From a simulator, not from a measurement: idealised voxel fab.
Name of the process module below: voxel self aligned vias
The cross-section shown here is cut; it is 240 nm wide and divided into square cells measuring 5 nm on a side.
Cross-section = grid of square cells, listed top down in bands; band = one or more rows.
Top, bottom (nm), then materials left to right with widths (nm); lone material tagged "all across" fills the whole band edge to edge; "empty" = empty space.
Beneath 0, the wafer as received is one material, and that level is where height counting begins. The lowest band goes on downward without a bottom; it is written like "top 0, no bottom".
Top row gets the first number, bottom row gets the second, and each row in between changes by the same step: that is how a band width like "30->40" works.
Reading "nothing changed" for a step: not a cell of the cross-section changed in it.
For the entry "closed voids", the listed items are empty spaces with no open way to the top whose size is 8 cells or more; each item follows the pattern width x height at distance, where distance is from the left edge and all three are in nm.
Step line, after settings: the simulator's comment on this step.
overlay nm: step with mask; distance mask lay right of planned place; negative value = left of planned place.

List of planned process steps
1. RECEIVE: material Si
2. CONFORMAL_DEP: material SiO2, thk nm 15
3. CONFORMAL_DEP: material SiCN, thk nm 5
4. DIRECTIONAL_DEP: material lowk, thk nm 25
5. MASKED_ETCH: tone open, mask id LINES, width nm 30, pitch nm 65, etch materials lowk, depth nm 25, overlay nm 0
6. CONFORMAL_DEP: material TiN, thk nm 5
7. FILL_DEP: material W, thk nm 10
8. CMP: height nm 45
9. SELECTIVE_ETCH: etch materials W Ru TiN, depth nm 10
10. FILL_DEP: material SiN, thk nm 5
11. CMP: height nm 45
12. DIRECTIONAL_DEP: material lowk, thk nm 20
13. PATTERN: tone open, mask id VIAS, material resist, width nm 40, pitch nm 65, thk nm 15, overlay nm 0
14. DIRECTIONAL_ETCH: etch materials lowk, depth nm 20
15. DIRECTIONAL_ETCH: etch materials SiN, depth nm 10
16. STRIP: etch materials resist
17. CONFORMAL_DEP: material TiN, thk nm 5
18. FILL_DEP: material Cu, thk nm 5
19. CMP: height nm 65
20. CONFORMAL_DEP: material SiCN, thk nm 5

Wafer, first of two, run as planned

As-received wafer cross-section (after step 1)
* top 0, no bottom = Si all across
* closed voids: none

Cross-sectional representation of the wafer at the conclusion of step 2
* top 15, bottom 0 = SiO2 all across
* Heights below 0 show no change.

Cross-sectional representation of the wafer at the conclusion of step 3
* top 20, bottom 15 = SiCN all across
* Heights below 15 show no change.

Cross-sectional representation of the wafer at the conclusion of step 4
* top 45, bottom 20 = lowk all across
* Heights below 20 show no change.

Cross-sectional representation of the wafer at the conclusion of step 5
* top 45, bottom 20 = lowk (40)  empty (30)  lowk (35)  empty (30)  lowk (35)  empty (30)  lowk (40)
* Heights below 20 show no change.

Cross-sectional representation of the wafer at the conclusion of step 6
* top 50, bottom 45 = TiN (45)  empty (20)  TiN (45)  empty (20)  TiN (45)  empty (20)  TiN (45)
* top 45, bottom 25 = lowk (40)  TiN (5)  empty (20)  TiN (5)  lowk (35)  TiN (5)  empty (20)  TiN (5)  lowk (35)  TiN (5)  empty (20)  TiN (5)  lowk (40)
* top 25, bottom 20 = lowk (40)  TiN (30)  lowk (35)  TiN (30)  lowk (35)  TiN (30)  lowk (40)
* Heights below 20 show no change.

Cross-sectional representation of the wafer at the conclusion of step 7
* top 60, bottom 50 = W all across
* top 50, bottom 45 = TiN (45)  W (20)  TiN (45)  W (20)  TiN (45)  W (20)  TiN (45)
* top 45, bottom 25 = lowk (40)  TiN (5)  W (20)  TiN (5)  lowk (35)  TiN (5)  W (20)  TiN (5)  lowk (35)  TiN (5)  W (20)  TiN (5)  lowk (40)
* Heights below 25 show no change.

Cross-sectional representation of the wafer at the conclusion of step 8
* top 45, bottom 25 = lowk (40)  TiN (5)  W (20)  TiN (5)  lowk (35)  TiN (5)  W (20)  TiN (5)  lowk (35)  TiN (5)  W (20)  TiN (5)  lowk (40)
* Heights below 25 show no change.

Cross-sectional representation of the wafer at the conclusion of step 9
* top 45, bottom 35 = lowk (40)  empty (30)  lowk (35)  empty (30)  lowk (35)  empty (30)  lowk (40)
* Heights below 35 show no change.

Cross-sectional representation of the wafer at the conclusion of step 10
* top 50, bottom 45 = SiN all across
* top 45, bottom 35 = lowk (40)  SiN (30)  lowk (35)  SiN (30)  lowk (35)  SiN (30)  lowk (40)
* Heights below 35 show no change.

Cross-sectional representation of the wafer at the conclusion of step 11
* top 45, bottom 35 = lowk (40)  SiN (30)  lowk (35)  SiN (30)  lowk (35)  SiN (30)  lowk (40)
* Heights below 35 show no change.

Cross-sectional representation of the wafer at the conclusion of step 12
* top 65, bottom 45 = lowk all across
* Heights below 45 show no change.

Cross-sectional representation of the wafer at the conclusion of step 13
* top 80, bottom 65 = resist (35)  empty (40)  resist (25)  empty (40)  resist (25)  empty (40)  resist (35)
* Heights below 65 show no change.

Cross-sectional representation of the wafer at the conclusion of step 14
* top 80, bottom 65 = resist (35)  empty (40)  resist (25)  empty (40)  resist (25)  empty (40)  resist (35)
* top 65, bottom 45 = lowk (35)  empty (40)  lowk (25)  empty (40)  lowk (25)  empty (40)  lowk (35)
* Heights below 45 show no change.

Cross-sectional representation of the wafer at the conclusion of step 15
* top 80, bottom 65 = resist (35)  empty (40)  resist (25)  empty (40)  resist (25)  empty (40)  resist (35)
* top 65, bottom 45 = lowk (35)  empty (40)  lowk (25)  empty (40)  lowk (25)  empty (40)  lowk (35)
* top 45, bottom 35 = lowk (40)  empty (30)  lowk (35)  empty (30)  lowk (35)  empty (30)  lowk (40)
* Heights below 35 show no change.

Cross-sectional representation of the wafer at the conclusion of step 16
* top 65, bottom 45 = lowk (35)  empty (40)  lowk (25)  empty (40)  lowk (25)  empty (40)  lowk (35)
* Heights below 45 show no change.

Cross-sectional representation of the wafer at the conclusion of step 17
* top 70, bottom 65 = TiN (40)  empty (30)  TiN (35)  empty (30)  TiN (35)  empty (30)  TiN (40)
* top 65, bottom 50 = lowk (35)  TiN (5)  empty (30)  TiN (5)  lowk (25)  TiN (5)  empty (30)  TiN (5)  lowk (25)  TiN (5)  empty (30)  TiN (5)  lowk (35)
* top 50, bottom 40 = lowk (35->40)  TiN (10->5)  empty (20)  TiN (10->5)  lowk (25->35)  TiN (10->5)  empty (20)  TiN (10->5)  lowk (25->35)  TiN (10->5)  empty (20)  TiN (10->5)  lowk (35->40)
* top 40, bottom 35 = lowk (40)  TiN (30)  lowk (35)  TiN (30)  lowk (35)  TiN (30)  lowk (40)
* Heights below 35 show no change.

Cross-sectional representation of the wafer at the conclusion of step 18
* top 75, bottom 70 = Cu all across
* top 70, bottom 65 = TiN (40)  Cu (30)  TiN (35)  Cu (30)  TiN (35)  Cu (30)  TiN (40)
* top 65, bottom 50 = lowk (35)  TiN (5)  Cu (30)  TiN (5)  lowk (25)  TiN (5)  Cu (30)  TiN (5)  lowk (25)  TiN (5)  Cu (30)  TiN (5)  lowk (35)
* top 50, bottom 40 = lowk (35->40)  TiN (10->5)  Cu (20)  TiN (10->5)  lowk (25->35)  TiN (10->5)  Cu (20)  TiN (10->5)  lowk (25->35)  TiN (10->5)  Cu (20)  TiN (10->5)  lowk (35->40)
* Heights below 40 show no change.

Cross-sectional representation of the wafer at the conclusion of step 19
* top 65, bottom 50 = lowk (35)  TiN (5)  Cu (30)  TiN (5)  lowk (25)  TiN (5)  Cu (30)  TiN (5)  lowk (25)  TiN (5)  Cu (30)  TiN (5)  lowk (35)
* Heights below 50 show no change.

Cross-sectional representation of the wafer at the conclusion of step 20
* top 70, bottom 65 = SiCN all across
* Heights below 65 show no change.

What follows concerns the second wafer, which started out like the first and was meant to follow the very same plan; one mistake crept in when it was run, but everything up to and including step 12 is the same as for the first wafer

Cross-section, second wafer, at the end time the plan gives for step 13
* top 80, bottom 65 = resist (40)  empty (30)  resist (35)  empty (30)  resist (35)  empty (30)  resist (40)
* Heights below 65 show no change.

Cross-section, second wafer, at the end time the plan gives for step 14
* top 80, bottom 65 = resist (40)  empty (30)  resist (35)  empty (30)  resist (35)  empty (30)  resist (40)
* top 65, bottom 45 = lowk (40)  empty (30)  lowk (35)  empty (30)  lowk (35)  empty (30)  lowk (40)
* Heights below 45 show no change.

Cross-section, second wafer, at the end time the plan gives for step 15
* top 80, bottom 65 = resist (40)  empty (30)  resist (35)  empty (30)  resist (35)  empty (30)  resist (40)
* top 65, bottom 35 = lowk (40)  empty (30)  lowk (35)  empty (30)  lowk (35)  empty (30)  lowk (40)
* Heights below 35 show no change.

Cross-section, second wafer, at the end time the plan gives for step 16
* top 65, bottom 35 = lowk (40)  empty (30)  lowk (35)  empty (30)  lowk (35)  empty (30)  lowk (40)
* Heights below 35 show no change.

Cross-section, second wafer, at the end time the plan gives for step 17
* top 70, bottom 65 = TiN (45)  empty (20)  TiN (45)  empty (20)  TiN (45)  empty (20)  TiN (45)
* top 65, bottom 40 = lowk (40)  TiN (5)  empty (20)  TiN (5)  lowk (35)  TiN (5)  empty (20)  TiN (5)  lowk (35)  TiN (5)  empty (20)  TiN (5)  lowk (40)
* top 40, bottom 35 = lowk (40)  TiN (30)  lowk (35)  TiN (30)  lowk (35)  TiN (30)  lowk (40)
* Heights below 35 show no change.

Cross-section, second wafer, at the end time the plan gives for step 18
* top 75, bottom 70 = Cu all across
* top 70, bottom 65 = TiN (45)  Cu (20)  TiN (45)  Cu (20)  TiN (45)  Cu (20)  TiN (45)
* top 65, bottom 40 = lowk (40)  TiN (5)  Cu (20)  TiN (5)  lowk (35)  TiN (5)  Cu (20)  TiN (5)  lowk (35)  TiN (5)  Cu (20)  TiN (5)  lowk (40)
* Heights below 40 show no change.

Cross-section, second wafer, at the end time the plan gives for step 19
* top 65, bottom 40 = lowk (40)  TiN (5)  Cu (20)  TiN (5)  lowk (35)  TiN (5)  Cu (20)  TiN (5)  lowk (35)  TiN (5)  Cu (20)  TiN (5)  lowk (40)
* Heights below 40 show no change.

Cross-section, second wafer, at the end time the plan gives for step 20
* top 70, bottom 65 = SiCN all across
* Heights below 65 show no change.
In executing the process, a mistake was made relative to the plan: step 13 changed vs plan, executed as PATTERN: tone open, mask id VIAS, material resist, width nm 30, pitch nm 65, thk nm 15, overlay nm 0
Wafer comparison, final, in cells, second relative to first, materials more or fewer: 18 fewer of Cu, 6 fewer of TiN, 24 more of lowk
